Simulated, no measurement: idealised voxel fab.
The process module presented herein is designated voxel plated lines.
Cross-section cut spans 260 nm and uses square cells 5 nm in size.
A cross-section is a grid of square cells, given in bands from the top down. A band is one or more rows of cells. Quick guide to a band line: top height, bottom height (nm) up front; then every material left to right with its width in nm. Only one material and it's marked "throughout"? Then it fills the band edge to edge. And "air" just means empty space. Basically, 0 is our baseline, since under it the wafer straight out of the box is all one material. The bottom band has no lower end and keeps on going down, so it looks like "0 -> down". Read "30 to 40" as a graded width: first number on top, second number at the bottom, same change between each pair of neighbouring rows. No cell of the cross-section changed in a step that is given as "identical to before". So "Fully sealed cavities" is basically the list of trapped voids: any empty space of 8 cells or more that can't reach the top through an opening. They're written width x height at distance, the distance being from the left edge, and it's all nm. Read whatever lies past the settings on a step's line as the simulator's own remark about the step. The line of a step may include "overlay nm". On a step with a mask, this value is how far to the right of its planned place the mask lay. A negative value means the mask lay to the left.
### These are the steps we planned for the process
step 1: RECEIVE,material Si
step 2: CONFORMAL_DEP,material SiO2,thk nm 15
step 3: DIRECTIONAL_DEP,material TiN,thk nm 5
step 4: PATTERN,tone open,mask id LINES,material resist,width nm 20,pitch nm 35,thk nm 40,overlay nm 0
step 5: EPI,material Ru,thk nm 10
step 6: EPI,material Ru,thk nm 5
step 7: EPI,material Ru,thk nm 10
step 8: STRIP,etch materials resist
step 9: DIRECTIONAL_ETCH,etch materials TiN,depth nm 5
step 10: CONFORMAL_DEP,material SiN,thk nm 10
### Wafer as received: cross-section following step 1
* 0 -> down: Si throughout
* Fully sealed cavities: none
### Final wafer profile in cross-section after the module, from the same start and plan as above, with one mistake made during processing
* 55 -> 45: air (55)  SiN (145)  air (60)
* 45 -> 40: air (55)  SiN (10)  Ru (20)  SiN (15)  Ru (20)  SiN (15)  Ru (20)  SiN (15)  Ru (20)  SiN (10)  air (60)
* 40 -> 30: SiN (65)  Ru (20)  SiN (15)  Ru (20)  SiN (15)  Ru (20)  SiN (15)  Ru (20)  SiN (70)
* 30 -> 20: Ru throughout
* 20 -> 15: TiN throughout
* 15 -> 0: SiO2 throughout
* 0 -> down: Si throughout
* Fully sealed cavities: none
The mistake made against the process plan was this: steps 4 and 5: order swapped relative to plan
